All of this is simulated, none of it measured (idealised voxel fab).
Proc. module: voxel air gaps
Square cells of 5 nm make up the cross-section cut, whose width is 175 nm.
Cross-section layout: square cells on a grid; listed as bands, top to bottom; a band spans one or more cell rows. Heights first: top, then bottom, in nm. Then materials, left to right, each with a width in nm. "throughout" on a single material: fills the band edge to edge. "blank": empty space. Basically, 0 is our baseline, since under it the wafer straight out of the box is all one material. The bottom band has no lower end and keeps on going down, so it looks like "top 0, no bottom". You'd read "30->40" like this: the band's top row of cells is as wide as the first number, its bottom row is as wide as the second, and going down, every row changes width by the same amount as the row before did. Given "nothing changed" for a step, no cell of the cross-section differs between before and after that step. Closed empty spaces (no open way to the top) of 8 cells or more are what "Voids, enclosed" lists, each as width x height at distance from the left edge, nm for all three. Formally, on a step line, whatever follows the settings is a remark that the simulator itself makes on the step. When a step includes a mask, the "overlay nm" setting on its line states how far to the right of its planned place that mask lay, and negative values state how far to the left.
Process steps foreseen in the plan
step 1: RECEIVE [material Si]
step 2: CONFORMAL_DEP [material SiO2] [thk nm 15]
step 3: CONFORMAL_DEP [material SiCN] [thk nm 5]
step 4: DIRECTIONAL_DEP [material lowk] [thk nm 35]
step 5: DIRECTIONAL_DEP [material aC] [thk nm 15]
step 6: PATTERN [tone open] [mask id LINES] [material resist] [width nm 25] [pitch nm 50] [thk nm 30] [overlay nm 0]
step 7: DIRECTIONAL_ETCH [etch materials aC] [depth nm 15]
step 8: STRIP [etch materials resist]
step 9: DIRECTIONAL_ETCH [etch materials lowk] [depth nm 35]
step 10: STRIP [etch materials aC]
step 11: CONFORMAL_DEP [material TiN] [thk nm 5]
step 12: FILL_DEP [material Cu] [thk nm 5]
step 13: CMP [height nm 55]
step 14: EPI [material Ru] [thk nm 10]
step 15: SELECTIVE_ETCH [etch materials lowk] [depth nm 45]
step 16: CONFORMAL_DEP [material SiCN] [thk nm 5]
Wafer as received: cross-section following step 1
	top 0, no bottom = Si throughout
	Voids, enclosed: none
first wafer at the end, as planned
	top 70, bottom 65 = 10 nm blank; 155 nm SiCN; 10 nm blank
	top 65, bottom 55 = 10 nm blank; 5 nm SiCN; 45 nm Ru; 5 nm SiCN; 45 nm Ru; 5 nm SiCN; 45 nm Ru; 5 nm SiCN; 10 nm blank
	top 55, bottom 50 = 10 nm blank; 15 nm SiCN; 5 nm TiN; 15 nm Cu; 5 nm TiN; 25 nm SiCN; 5 nm TiN; 15 nm Cu; 5 nm TiN; 25 nm SiCN; 5 nm TiN; 15 nm Cu; 5 nm TiN; 15 nm SiCN; 10 nm blank
	top 50, bottom 25 = 20 nm blank; 5 nm SiCN; 5 nm TiN; 15 nm Cu; 5 nm TiN; 5 nm SiCN; 15 nm blank; 5 nm SiCN; 5 nm TiN; 15 nm Cu; 5 nm TiN; 5 nm SiCN; 15 nm blank; 5 nm SiCN; 5 nm TiN; 15 nm Cu; 5 nm TiN; 5 nm SiCN; 20 nm blank
	top 25, bottom 20 = 25 nm SiCN; 25 nm TiN; 25 nm SiCN; 25 nm TiN; 25 nm SiCN; 25 nm TiN; 25 nm SiCN
	top 20, bottom 15 = SiCN throughout
	top 15, bottom 0 = SiO2 throughout
	top 0, no bottom = Si throughout
	Voids, enclosed: 15 x 25 at 55; 15 x 25 at 105
Second wafer cross-section at end of module - shared start and plan with the first, one mistake in the run
	top 80, bottom 75 = SiCN throughout
	top 75, bottom 55 = 5 nm SiCN; 165 nm Ru; 5 nm SiCN
	top 55, bottom 50 = 25 nm SiCN; 5 nm TiN; 15 nm Cu; 5 nm TiN; 25 nm lowk; 5 nm TiN; 15 nm Cu; 5 nm TiN; 25 nm lowk; 5 nm TiN; 15 nm Cu; 5 nm TiN; 25 nm SiCN
	top 50, bottom 25 = 20 nm blank; 5 nm SiCN; 5 nm TiN; 15 nm Cu; 5 nm TiN; 25 nm lowk; 5 nm TiN; 15 nm Cu; 5 nm TiN; 25 nm lowk; 5 nm TiN; 15 nm Cu; 5 nm TiN; 5 nm SiCN; 20 nm blank
	top 25, bottom 20 = 25 nm SiCN; 25 nm TiN; 25 nm lowk; 25 nm TiN; 25 nm lowk; 25 nm TiN; 25 nm SiCN
	top 20, bottom 15 = SiCN throughout
	top 15, bottom 0 = SiO2 throughout
	top 0, no bottom = Si throughout
	Voids, enclosed: 20 x 25 at 0; 20 x 25 at 155
Plan not followed: step 14 of the plan was performed twice
Heads up, by the end the second wafer has more or fewer cells of some materials compared to the first: +78 Ru; -32 SiCN; +70 lowk
